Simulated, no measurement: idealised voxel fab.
The process module presented herein is designated voxel lift off.
Cross-sectional view cut (width: 175 nm; square cell size: 5 nm).
Notation: cross-section as square-cell grid; stated in bands, top first, going down; one or more cell rows per band. This entry defines a band. It first specifies the height of the band's top and the height of its bottom in nm, and then specifies the band's materials from left to right, stating each material with its width in nm. The word "edge to edge" identifies a single material that fills the band from edge to edge, while the word "empty" identifies empty space. The reference from which all heights are counted is 0, the level beneath which the as-received wafer is entirely one material; the lowest band, having no lower bound, proceeds downward and is written after the example "from 0 down". So if you see something like "30 to 40" for the width, read it as the top row of the band sitting at the first number and the bottom row at the second, with every row in between moving by the same amount as the last. "nothing changed" after a step means that no cell of the cross-section changed. The entry "Enclosed void inventory" lists the empty spaces that cover at least 8 cells and have no open path to the top. Each is written as width x height at distance, where the distance is measured from the left edge and all three values are in nm. Read whatever lies past the settings on a step's line as the simulator's own remark about the step. overlay nm: on a step with a mask, how far right of its planned place the mask lay; negative means left.
-- The steps planned for the process are as follows
1: RECEIVE with material Si
2: CONFORMAL_DEP with material SiN, thk nm 15
3: PATTERN with tone open, mask id LINES, material resist, width nm 15, pitch nm 35, thk nm 25, overlay nm 0
4: DIRECTIONAL_DEP with material Ru, thk nm 10
5: STRIP with etch materials resist
6: CONFORMAL_DEP with material SiCN, thk nm 10
-- Wafer, first of two, run as planned
-- Cross-section of the wafer at receipt, which is the condition after step 1
  from 0 down | Si edge to edge
  Enclosed void inventory: none
-- Cross-section of the wafer subsequent to step 2
  from 15 to 0 | SiN edge to edge
  Everything below 0 is unchanged.
-- Cross-section of the wafer subsequent to step 3
  from 40 to 15 | resist (25); empty (15); resist (20); empty (15); resist (20); empty (15); resist (20); empty (15); resist (30)
  Everything below 15 is unchanged.
-- Cross-section of the wafer subsequent to step 4
  from 50 to 40 | Ru (25); empty (15); Ru (20); empty (15); Ru (20); empty (15); Ru (20); empty (15); Ru (30)
  from 40 to 25 | resist (25); empty (15); resist (20); empty (15); resist (20); empty (15); resist (20); empty (15); resist (30)
  from 25 to 15 | resist (25); Ru (15); resist (20); Ru (15); resist (20); Ru (15); resist (20); Ru (15); resist (30)
  Everything below 15 is unchanged.
-- Cross-section of the wafer subsequent to step 5
  from 25 to 15 | empty (25); Ru (15); empty (20); Ru (15); empty (20); Ru (15); empty (20); Ru (15); empty (30)
  Everything below 15 is unchanged.
-- Cross-section of the wafer subsequent to step 6
  from 35 to 25 | empty (15); SiCN (140); empty (20)
  from 25 to 15 | SiCN (25); Ru (15); SiCN (20); Ru (15); SiCN (20); Ru (15); SiCN (20); Ru (15); SiCN (30)
  Everything below 15 is unchanged.
-- Wafer two of the pair: same origin, same plan, one error during the run; identical to wafer one up to and including step 2
-- Second wafer profile in section, at the moment step 3 of the plan was meant to be complete
  from 40 to 15 | resist (25); empty (20); resist (15); empty (20); resist (15); empty (20); resist (15); empty (20); resist (25)
  Everything below 15 is unchanged.
-- Second wafer profile in section, at the moment step 4 of the plan was meant to be complete
  from 50 to 40 | Ru (25); empty (20); Ru (15); empty (20); Ru (15); empty (20); Ru (15); empty (20); Ru (25)
  from 40 to 25 | resist (25); empty (20); resist (15); empty (20); resist (15); empty (20); resist (15); empty (20); resist (25)
  from 25 to 15 | resist (25); Ru (20); resist (15); Ru (20); resist (15); Ru (20); resist (15); Ru (20); resist (25)
  Everything below 15 is unchanged.
-- Second wafer profile in section, at the moment step 5 of the plan was meant to be complete
  from 25 to 15 | empty (25); Ru (20); empty (15); Ru (20); empty (15); Ru (20); empty (15); Ru (20); empty (25)
  Everything below 15 is unchanged.
-- Second wafer profile in section, at the moment step 6 of the plan was meant to be complete
  from 35 to 25 | empty (15); SiCN (145); empty (15)
  from 25 to 15 | SiCN (25); Ru (20); SiCN (15); Ru (20); SiCN (15); Ru (20); SiCN (15); Ru (20); SiCN (25)
  Everything below 15 is unchanged.
Run error: in deviation from the planned setting, step 3 was conducted as PATTERN with tone open, mask id LINES, material resist, width nm 20, pitch nm 35, thk nm 25, overlay nm 0
Bottom line after processing is that, in cells, the second wafer is up or down on some materials versus the first: Ru +8 | SiCN -6
